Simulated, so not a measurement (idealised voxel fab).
Name of the process module below: voxel local oxidation
Pictured: cross-section cut, 205 nm wide, on a grid of 5 nm square cells.
In this document a cross-section is written as a grid of square cells. It is given as a series of bands, listed from the top down, and a band is one or more rows of cells.
What a band's entry tells you: where the top is and where the bottom is, as heights in nm, and after that what lies inside, material by material from left to right, each with its width in nm. Empty space is written as the word "empty", and a single material marked with the word "full width" occupies the band from edge to edge.
Height 0 is the level under which the wafer as received is all one material. The lowest band goes on downwards, as in "from 0 down".
The notation "30 to 40" denotes a width that varies across the rows of cells in the band, beginning at the first number in the top row, finishing at the second number in the bottom row, and changing by an identical amount from each row to the next.
Step note "nothing got changed" = no cross-section cell changed.
Listed in "Closed cavities": every empty space of 8 or more cells without an open way to the top. Form: width x height at distance, the distance being from the left edge, all in nm.
If you see something after the settings on a step's line, that's the simulator's own remark about that step.
A step's line can hold "overlay nm"; with a mask on that step, the setting says how far right of the planned place the mask lay, while a negative setting says it lay to the left.

Steps planned for the process:
1,RECEIVE,material Si
2,OXIDIZE,depth nm 5
3,CONFORMAL_DEP,material SiN,thk nm 15
4,DIRECTIONAL_DEP,material aC,thk nm 15
5,PATTERN,tone cover,mask id ACTIVE,material resist,width nm 130,thk nm 35,overlay nm 0
6,DIRECTIONAL_ETCH,etch materials aC,depth nm 15
7,STRIP,etch materials resist
8,DIRECTIONAL_ETCH,etch materials SiN,depth nm 15
9,STRIP,etch materials aC
10,SELECTIVE_ETCH,etch materials SiO2,depth nm 5
11,OXIDIZE,depth nm 15
12,STRIP,etch materials SiN

The cross-section here shows the wafer as received, i.e. in its state after step 1:
	from 0 down | Si full width
	Closed cavities: none

First of two wafers at the end of the module, shown in cross-section; run carried out as planned:
	from 0 to -5 | empty 40 nm; SiO2 120 nm; empty 45 nm
	from -5 to -20 | SiO2 55 nm; Si 90 nm; SiO2 60 nm
	from -20 down | Si full width
	Closed cavities: none

Cross-section of the latter of the two wafers at module completion. It had an identical start and an identical plan to the former; in running it, one mistake was made:
	from 0 to -5 | empty 35 nm; SiO2 120 nm; empty 50 nm
	from -5 to -20 | SiO2 50 nm; Si 90 nm; SiO2 65 nm
	from -20 down | Si full width
	Closed cavities: none
Short version of what went wrong: step 5 went in with a setting other than planned; the actual run was PATTERN,tone cover,mask id ACTIVE,material resist,width nm 130,thk nm 35,overlay nm -5
When the process is done, the second wafer contains the same cell count of every material as the first wafer, but distributed over other locations.
